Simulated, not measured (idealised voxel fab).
This section sets out a process module, namely voxel tone inversion.
The figure presents cross-section cut, which has a width of 200 nm and is divided into square cells with an edge length of 5 nm.
The cross-sections in this document take the form of a grid made of square cells. They are written out as bands, in order from top to bottom. Each band consists of one or more rows of cells.
Top, bottom (nm), then materials left to right with widths (nm); lone material tagged "throughout" fills the whole band edge to edge; "empty" = empty space.
Heights are reckoned from 0. Under this level, the received wafer is all of one material. The bottommost band is open-ended downward, for example "0 -> down".
The width entry "30 to 40" should be interpreted row by row: the top row of cells in the band takes the first number, the bottom row takes the second number, and the change between adjacent rows is uniform throughout.
Step marked "nothing got changed"? Then no cell in the cross-section changed in it.
Any empty space of 8 cells or more lacking an open way to the top shows up in "Enclosed void entries" as width x height at distance, distance from the left edge, in nm.
It should be noted that, on the line of a given step, the content following the step's settings is a remark produced by the simulator itself with respect to that step.
The "overlay nm" setting may appear on a step's line; for a step that uses a mask, it gives how far to the right of its planned position the mask lay, and a negative value indicates the left.

These are the steps we planned for the process
1 RECEIVE: material Si
2 CONFORMAL_DEP: material SiN, thk nm 10
3 DIRECTIONAL_DEP: material polySi, thk nm 15
4 PATTERN: tone cover, mask id POSTS, material resist, width nm 15, pitch nm 35, thk nm 25, overlay nm 0
5 DIRECTIONAL_ETCH: etch materials polySi, depth nm 15
6 STRIP: etch materials resist
7 FILL_DEP: material SiO2, thk nm 10
8 CMP: height nm 25
9 STRIP: etch materials polySi
10 CONFORMAL_DEP: material TiN, thk nm 5
11 FILL_DEP: material Ru, thk nm 10
12 CMP: height nm 25
13 CONFORMAL_DEP: material SiN, thk nm 5

As-received wafer cross-section (after step 1)
> 0 -> down: Si throughout
> Enclosed void entries: none

Result of the module, cross-sectioned: start per above, plan per above, one error in how it was run
> 30 -> 15: SiN throughout
> 15 -> 0: polySi throughout
> 0 -> down: Si throughout
> Enclosed void entries: none
What was done differently from what was planned? order of steps 2 and 3 inverted relative to the plan
